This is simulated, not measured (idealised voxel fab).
process module | voxel released beams
cross-section cut | 160 nm wide | cells 5 nm
A cross-section is a grid of square cells, given in bands from the top down. A band is one or more rows of cells.
Each band's line starts with the height of the band's top and of its bottom, in nm. Then come its materials from left to right, each with its width in nm. One material with "throughout" fills the band from edge to edge. "air" is empty space.
Height 0 is the level under which the wafer as received is all one material. The lowest band goes on downwards, as in "0 down".
A width such as "30 to 40" changes by the same amount from each row of cells to the next, from the band's top row to its bottom row.
"no change" after a step means that no cell of the cross-section changed.
closed voids: empty space of 8 cells or more with no open way to the top, each as width x height at its distance from the left edge, in nm
after a step's settings: what the simulator itself notes on the step
overlay nm, on a step with a mask: how far to the right of its planned place the mask lay; to the left if negative
plan
1 op RECEIVE | material Si
2 op CONFORMAL_DEP | material SiN | thk nm 5
3 op DIRECTIONAL_DEP | material SiO2 | thk nm 10
4 op DIRECTIONAL_DEP | material aC | thk nm 10
5 op PATTERN | tone open | mask id ANCHOR | material resist | width nm 30 | thk nm 30 | overlay nm 0
6 op DIRECTIONAL_ETCH | etch materials aC | depth nm 10
7 op STRIP | etch materials resist
8 op DIRECTIONAL_ETCH | etch materials SiO2 | depth nm 10
9 op STRIP | etch materials aC
10 op CONFORMAL_DEP | material polySi | thk nm 10
11 op PATTERN | tone cover | mask id BEAM | material resist | width nm 105 | thk nm 15 | overlay nm 0
12 op DIRECTIONAL_ETCH | etch materials polySi | depth nm 10
13 op STRIP | etch materials resist
14 op STRIP | etch materials SiO2
as received, after step 1
  0 down: Si throughout
  closed voids: none
first wafer at the end, as planned
  25 to 15: air 25 | polySi 15 | air 10 | polySi 80 | air 30
  15 to 5: air 30 | polySi 30 | air 100
  5 to 0: SiN throughout
  0 down: Si throughout
  closed voids: none
second wafer at the end: like start, like plan, one mistake
  20 to 10: air 25 | polySi 15 | air 10 | polySi 80 | air 30
  10 to 0: air 30 | polySi 30 | air 100
  0 down: Si throughout
  closed voids: none
what went wrong: step 2 was left out
at the end the second wafer has, in cells: 32 fewer of SiN
